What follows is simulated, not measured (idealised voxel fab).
process module | voxel spacer lines
Square cell edge 5 nm, section width 250 nm, ID cut.
Think of the cross-section as a grid of square cells. We describe it in bands, top to bottom, and each band covers one or more rows of those cells.
Read a band's entry like this: the first values are the height of its top and the height of its bottom in nm, and what follows is the sequence of materials from left to right, each with its width in nm. Note that "empty" is empty space, and that a single material marked "full width" reaches across the band from edge to edge.
Heights are reckoned from 0. Under this level, the received wafer is all of one material. The bottommost band is open-ended downward, for example "top 0, no bottom".
The expression "30->40" gives the width at the extremes of the band, the first number at its top row of cells and the second at its bottom row, with the width changing by equal amounts from each row to the next in between.
The designation "left unchanged", where it is given for a processing step, indicates that no cell of the cross-section was altered in the course of that step.
Entry "Enclosed cavities" = empty spaces >= 8 cells with no open way to the top; each as width x height at distance, distance from left edge, all nm.
Heads up: the bit after the settings on a step's line is the simulator's remark on that step.
overlay nm: step with mask; distance mask lay right of planned place; negative value = left of planned place.

So here's the lineup of process steps we planned:
step 1: RECEIVE | material Si
step 2: CONFORMAL_DEP | material Al2O3 | thk nm 10
step 3: DIRECTIONAL_DEP | material SiN | thk nm 20
step 4: DIRECTIONAL_DEP | material aC | thk nm 20
step 5: PATTERN | tone cover | mask id MANDREL | material resist | width nm 15 | pitch nm 50 | thk nm 30 | overlay nm 0
step 6: DIRECTIONAL_ETCH | etch materials aC | depth nm 20
step 7: STRIP | etch materials resist
step 8: CONFORMAL_DEP | material SiO2 | thk nm 10
step 9: DIRECTIONAL_ETCH | etch materials SiO2 | depth nm 10
step 10: STRIP | etch materials aC
step 11: DIRECTIONAL_ETCH | etch materials SiN | depth nm 20
step 12: STRIP | etch materials SiO2
step 13: FILL_DEP | material lowk | thk nm 5
step 14: CMP | height nm 30

As-received state of the wafer in cross-section, equivalent to post-step 1:
* top 0, no bottom | Si full width
* Enclosed cavities: none

First of two wafers: cross-section at end of module, run per plan:
* top 30, bottom 10 | 55 nm lowk; 10 nm SiN; 15 nm lowk; 10 nm SiN; 15 nm lowk; 10 nm SiN; 15 nm lowk; 10 nm SiN; 15 nm lowk; 10 nm SiN; 15 nm lowk; 10 nm SiN; 60 nm lowk
* top 10, bottom 0 | Al2O3 full width
* top 0, no bottom | Si full width
* Enclosed cavities: none

Same start, same plan as the first wafer - but one mistake in the run. Cross-section of the second of the two at the end of the module:
* top 30, bottom 10 | 60 nm lowk; 10 nm SiN; 15 nm lowk; 10 nm SiN; 15 nm lowk; 10 nm SiN; 15 nm lowk; 10 nm SiN; 15 nm lowk; 10 nm SiN; 15 nm lowk; 10 nm SiN; 55 nm lowk
* top 10, bottom 0 | Al2O3 full width
* top 0, no bottom | Si full width
* Enclosed cavities: none
Diagnosis: step 5 was not run as planned; what actually ran was PATTERN | tone cover | mask id MANDREL | material resist | width nm 15 | pitch nm 50 | thk nm 30 | overlay nm 5
At the close, every material occupies the same number of cells on the second wafer as on the first, only in different positions.
